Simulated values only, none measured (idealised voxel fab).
Process module in this document: voxel wiring stack
The figure presents cross-section cut, which has a width of 190 nm and is divided into square cells with an edge length of 5 nm.
How to read a cross-section here: the picture is a grid of square cells, written as bands going from the top down, and any band can span one or more rows of cells. The band entry comprises the height of the band's top followed by the height of its bottom, expressed in nm, and subsequently the band's materials from left to right, each stated together with its width in nm. Where a single material is marked with the word "throughout", that material fills the band from edge to edge. The word "air" represents empty space. Measure heights from 0. That's the level where, below it, the as-received wafer is all one material. The lowest band is bottomless and extends downward; write it as in "0 nm and below". With a width like "30..40", each row of cells in the band differs from the next by the same amount, the top row carrying the first number and the bottom row the second. Key: "nothing different" - step with no changed cell in the cross-section. Empty spaces counting at least 8 cells and having no open way to the top are listed in "Enclosed void catalog". The notation width x height at distance is used for each, the distance being from the left edge and all three values in nm. That trailing text on a step's line, after the settings, is the simulator's own remark on the step. overlay nm: where the mask lay relative to plan, measured to the right, on steps with a mask; negatives go left.
[So here's the lineup of process steps we planned]
1,RECEIVE [material Si]
2,CONFORMAL_DEP [material SiO2] [thk nm 10]
3,DIRECTIONAL_DEP [material TiN] [thk nm 5]
4,DIRECTIONAL_DEP [material Ru] [thk nm 20]
5,PATTERN [tone cover] [mask id METAL_1] [material resist] [width nm 20] [pitch nm 45] [thk nm 20] [overlay nm 0]
6,DIRECTIONAL_ETCH [etch materials Ru] [depth nm 20]
7,DIRECTIONAL_ETCH [etch materials TiN] [depth nm 5]
8,STRIP [etch materials resist]
9,CONFORMAL_DEP [material SiN] [thk nm 5]
10,FILL_DEP [material SiO2] [thk nm 5]
11,CMP [height nm 35]
12,CONFORMAL_DEP [material SiCN] [thk nm 5]
13,DIRECTIONAL_DEP [material lowk] [thk nm 35]
14,DIRECTIONAL_DEP [material aC] [thk nm 10]
15,PATTERN [tone open] [mask id METAL_2] [material resist] [width nm 20] [pitch nm 45] [thk nm 25] [overlay nm 0]
16,DIRECTIONAL_ETCH [etch materials aC] [depth nm 5]
17,STRIP [etch materials resist]
18,DIRECTIONAL_ETCH [etch materials lowk] [depth nm 20]
19,STRIP [etch materials aC]
20,MASKED_ETCH [tone open] [mask id METAL_2_HOLES] [width nm 15] [pitch nm 45] [etch materials lowk] [depth nm 15] [overlay nm 0]
21,MASKED_ETCH [tone open] [mask id METAL_2_HOLES] [width nm 15] [pitch nm 45] [etch materials SiCN] [depth nm 5] [overlay nm 0]
22,CONFORMAL_DEP [material TiN] [thk nm 5]
23,FILL_DEP [material Cu] [thk nm 5]
24,CMP [height nm 75]
25,CONFORMAL_DEP [material SiN] [thk nm 5]
Split variable: depth nm, step 16. Plan value = first wafer. Wafers start alike.
[So this is the first of several wafers, cross-sectioned as it came to us, meaning it's at the end of step 1]
    0 nm and below  Si throughout
    Enclosed void catalog: none
[Post step 25, the closing step of the module: first of several wafers, cross-sectioned]
    80 nm to 75 nm  SiN throughout
    75 nm to 65 nm  lowk: 60  TiN: 5  Cu: 5  TiN: 5  lowk: 30  TiN: 5  Cu: 5  TiN: 5  lowk: 70
    65 nm to 60 nm  lowk: 60  TiN: 15  lowk: 30  TiN: 15  lowk: 70
    60 nm to 40 nm  lowk throughout
    40 nm to 35 nm  SiCN throughout
    35 nm to 15 nm  SiO2: 55  SiN: 5  Ru: 20  SiN: 5  SiO2: 15  SiN: 5  Ru: 20  SiN: 5  SiO2: 60
    15 nm to 10 nm  SiN: 60  TiN: 20  SiN: 25  TiN: 20  SiN: 65
    10 nm to 0 nm  SiO2 throughout
    0 nm and below  Si throughout
    Enclosed void catalog: none
[End of module: cross-section, last of several wafers]
    80 nm to 75 nm  SiN throughout
    75 nm to 60 nm  lowk: 60  TiN: 5  Cu: 10  TiN: 5  lowk: 25  TiN: 5  Cu: 10  TiN: 5  lowk: 65
    60 nm to 55 nm  lowk: 60  TiN: 5  Cu: 5  TiN: 10  lowk: 25  TiN: 5  Cu: 5  TiN: 10  lowk: 65
    55 nm to 40 nm  lowk: 60  TiN: 5  Cu: 5  TiN: 5  lowk: 30  TiN: 5  Cu: 5  TiN: 5  lowk: 70
    40 nm to 35 nm  SiCN: 60  TiN: 15  SiCN: 30  TiN: 15  SiCN: 70
    35 nm to 15 nm  SiO2: 55  SiN: 5  Ru: 20  SiN: 5  SiO2: 15  SiN: 5  Ru: 20  SiN: 5  SiO2: 60
    15 nm to 10 nm  SiN: 60  TiN: 20  SiN: 25  TiN: 20  SiN: 65
    10 nm to 0 nm  SiO2 throughout
    0 nm and below  Si throughout
    Enclosed void catalog: none
[Where each wafer stands at the end of the module, a row apiece: cells of each material gained (+) or lost (-) since it was received, then closed voids]
depth nm 5 | +4 Cu | +32 Ru | +38 SiCN | +84 SiN | +180 SiO2 | +22 TiN | +248 lowk | Enclosed void catalog: none
depth nm 10 | +20 Cu | +32 Ru | +32 SiCN | +84 SiN | +180 SiO2 | +44 TiN | +216 lowk | Enclosed void catalog: none
depth nm 15 | +20 Cu | +32 Ru | +32 SiCN | +84 SiN | +180 SiO2 | +44 TiN | +216 lowk | Enclosed void catalog: none
depth nm 20 | +20 Cu | +32 Ru | +32 SiCN | +84 SiN | +180 SiO2 | +44 TiN | +216 lowk | Enclosed void catalog: none
depth nm 25 | +20 Cu | +32 Ru | +32 SiCN | +84 SiN | +180 SiO2 | +44 TiN | +216 lowk | Enclosed void catalog: none
